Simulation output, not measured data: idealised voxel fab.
process module | voxel capacitor over wiring
cross-section cut | 215 nm wide | cells 5 nm
A cross-section is a grid of square cells, given in bands from the top down. A band is one or more rows of cells.
Each band's line starts with the height of the band's top and of its bottom, in nm. Then come its materials from left to right, each with its width in nm. One material with "throughout" fills the band from edge to edge. "air" is empty space.
Height 0 is the level under which the wafer as received is all one material. The lowest band goes on downwards, as in "0 down".
A width such as "30 to 40" changes by the same amount from each row of cells to the next, from the band's top row to its bottom row.
"no change" after a step means that no cell of the cross-section changed.
closed voids: empty space of 8 cells or more with no open way to the top, each as width x height at its distance from the left edge, in nm
after a step's settings: what the simulator itself notes on the step
overlay nm, on a step with a mask: how far to the right of its planned place the mask lay; to the left if negative
plan
1 op RECEIVE | material Si
2 op CONFORMAL_DEP | material SiO2 | thk nm 15
3 op CONFORMAL_DEP | material SiN | thk nm 5
4 op DIRECTIONAL_DEP | material lowk | thk nm 20
5 op MASKED_ETCH | tone open | mask id METAL_1 | width nm 25 | pitch nm 95 | etch materials lowk | depth nm 20 | overlay nm 0
6 op MASKED_ETCH | tone open | mask id METAL_1 | width nm 25 | pitch nm 95 | etch materials SiN | depth nm 5 | overlay nm 0
7 op CONFORMAL_DEP | material TiN | thk nm 5
8 op FILL_DEP | material W | thk nm 5
9 op CMP | height nm 40
10 op EPI | material Ru | thk nm 5
11 op FILL_DEP | material SiCN | thk nm 5
12 op DIRECTIONAL_DEP | material SiO2 | thk nm 10
13 op PATTERN | tone open | mask id PLUG_1 | material resist | width nm 15 | thk nm 15 | overlay nm 0
14 op DIRECTIONAL_ETCH | etch materials SiO2 | depth nm 10
15 op DIRECTIONAL_ETCH | etch materials SiCN | depth nm 5
16 op STRIP | etch materials resist
17 op CONFORMAL_DEP | material TiN | thk nm 5
18 op FILL_DEP | material Ru | thk nm 5
19 op CMP | height nm 60
20 op DIRECTIONAL_DEP | material TiN | thk nm 10
21 op DIRECTIONAL_DEP | material HfO2 | thk nm 5
22 op DIRECTIONAL_DEP | material TiN | thk nm 10
23 op DIRECTIONAL_DEP | material aC | thk nm 10
24 op PATTERN | tone cover | mask id UPPER_PLATE | material resist | width nm 75 | thk nm 25 | overlay nm 0
25 op DIRECTIONAL_ETCH | etch materials aC | depth nm 10
26 op STRIP | etch materials resist
27 op DIRECTIONAL_ETCH | etch materials TiN | depth nm 10
28 op DIRECTIONAL_ETCH | etch materials HfO2 | depth nm 5
29 op STRIP | etch materials aC
30 op MASKED_ETCH | tone cover | mask id LOWER_PLATE | width nm 85 | etch materials TiN | depth nm 10 | overlay nm 0
31 op FILL_DEP | material SiO2 | thk nm 20
32 op CMP | height nm 100
33 op PATTERN | tone open | mask id PLUG_2 | material resist | width nm 15 | thk nm 20 | overlay nm 0
34 op DIRECTIONAL_ETCH | etch materials SiO2 | depth nm 15
35 op STRIP | etch materials resist
36 op CONFORMAL_DEP | material TiN | thk nm 5
37 op FILL_DEP | material Ru | thk nm 5
38 op CMP | height nm 100
39 op CONFORMAL_DEP | material SiN | thk nm 5
as received, after step 1
  0 down: Si throughout
  closed voids: none
first wafer at the end, as planned
  105 to 100: SiN throughout
  100 to 90: SiO2 65 | TiN 5 | Ru 5 | TiN 5 | SiO2 135
  90 to 85: SiO2 65 | TiN 15 | SiO2 135
  85 to 75: SiO2 55 | TiN 75 | SiO2 85
  75 to 70: SiO2 55 | HfO2 75 | SiO2 85
  70 to 60: SiO2 50 | TiN 85 | SiO2 80
  60 to 50: SiO2 55 | TiN 5 | Ru 5 | TiN 5 | SiO2 145
  50 to 45: SiCN 55 | TiN 15 | SiCN 145
  45 to 40: SiCN 40 | Ru 35 | SiCN 60 | Ru 35 | SiCN 45
  40 to 20: lowk 45 | TiN 5 | W 15 | TiN 5 | lowk 70 | TiN 5 | W 15 | TiN 5 | lowk 50
  20 to 15: SiN 45 | TiN 25 | SiN 70 | TiN 25 | SiN 50
  15 to 0: SiO2 throughout
  0 down: Si throughout
  closed voids: none
second wafer at the end: like start, like plan, one mistake
  105 to 100: SiN throughout
  100 to 95: TiN 70 | Ru 5 | TiN 140
  95 to 90: SiO2 65 | TiN 5 | Ru 5 | TiN 5 | SiO2 135
  90 to 85: SiO2 65 | TiN 15 | SiO2 135
  85 to 75: SiO2 55 | TiN 75 | SiO2 85
  75 to 70: SiO2 55 | HfO2 75 | SiO2 85
  70 to 60: SiO2 50 | TiN 85 | SiO2 80
  60 to 50: SiO2 55 | TiN 5 | Ru 5 | TiN 5 | SiO2 145
  50 to 45: SiCN 55 | TiN 15 | SiCN 145
  45 to 40: SiCN 40 | Ru 35 | SiCN 60 | Ru 35 | SiCN 45
  40 to 20: lowk 45 | TiN 5 | W 15 | TiN 5 | lowk 70 | TiN 5 | W 15 | TiN 5 | lowk 50
  20 to 15: SiN 45 | TiN 25 | SiN 70 | TiN 25 | SiN 50
  15 to 0: SiO2 throughout
  0 down: Si throughout
  closed voids: none
what went wrong: step 32 ran as: op CMP | height nm 95
at the end the second wafer has, in cells: 40 fewer of SiO2 | 40 more of TiN
